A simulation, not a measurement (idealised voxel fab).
process module | voxel ribs on slabs
cross-section cut | 255 nm wide | cells 5 nm
A cross-section is a grid of square cells, given in bands from the top down. A band is one or more rows of cells.
Each band's line starts with the height of the band's top and of its bottom, in nm. Then come its materials from left to right, each with its width in nm. One material with "throughout" fills the band from edge to edge. "air" is empty space.
Height 0 is the level under which the wafer as received is all one material. The lowest band goes on downwards, as in "0 down".
A width such as "30 to 40" changes by the same amount from each row of cells to the next, from the band's top row to its bottom row.
"no change" after a step means that no cell of the cross-section changed.
closed voids: empty space of 8 cells or more with no open way to the top, each as width x height at its distance from the left edge, in nm
after a step's settings: what the simulator itself notes on the step
overlay nm, on a step with a mask: how far to the right of its planned place the mask lay; to the left if negative
plan
1 op RECEIVE | material Si
2 op DIRECTIONAL_DEP | material SiO2 | thk nm 25
3 op DIRECTIONAL_DEP | material polySi | thk nm 15
4 op MASKED_ETCH | tone cover | mask id RIB | width nm 30 | etch materials polySi | depth nm 5 | overlay nm 0
5 op DIRECTIONAL_DEP | material aC | thk nm 10
6 op PATTERN | tone cover | mask id SLAB | material resist | width nm 70 | thk nm 30 | overlay nm 0
7 op DIRECTIONAL_ETCH | etch materials aC | depth nm 10
8 op STRIP | etch materials resist
9 op DIRECTIONAL_ETCH | etch materials polySi | depth nm 10
10 op STRIP | etch materials aC
11 op FILL_DEP | material SiO2 | thk nm 30
12 op CMP | height nm 60
13 op DIRECTIONAL_DEP | material TiN | thk nm 10
14 op MASKED_ETCH | tone cover | mask id HEATER | width nm 40 | etch materials TiN | depth nm 10 | overlay nm 0
15 op CONFORMAL_DEP | material SiO2 | thk nm 5
as received, after step 1
  0 down: Si throughout
  closed voids: none
a wafer at the end: this start, this plan, one mistake
  75 to 70: air 100 | SiO2 50 | air 105
  70 to 65: air 100 | SiO2 5 | TiN 40 | SiO2 5 | air 105
  65 to 60: SiO2 105 | TiN 40 | SiO2 110
  60 to 15: SiO2 throughout
  15 to 0: polySi throughout
  0 down: Si throughout
  closed voids: none
what went wrong: steps 2 and 3 were swapped
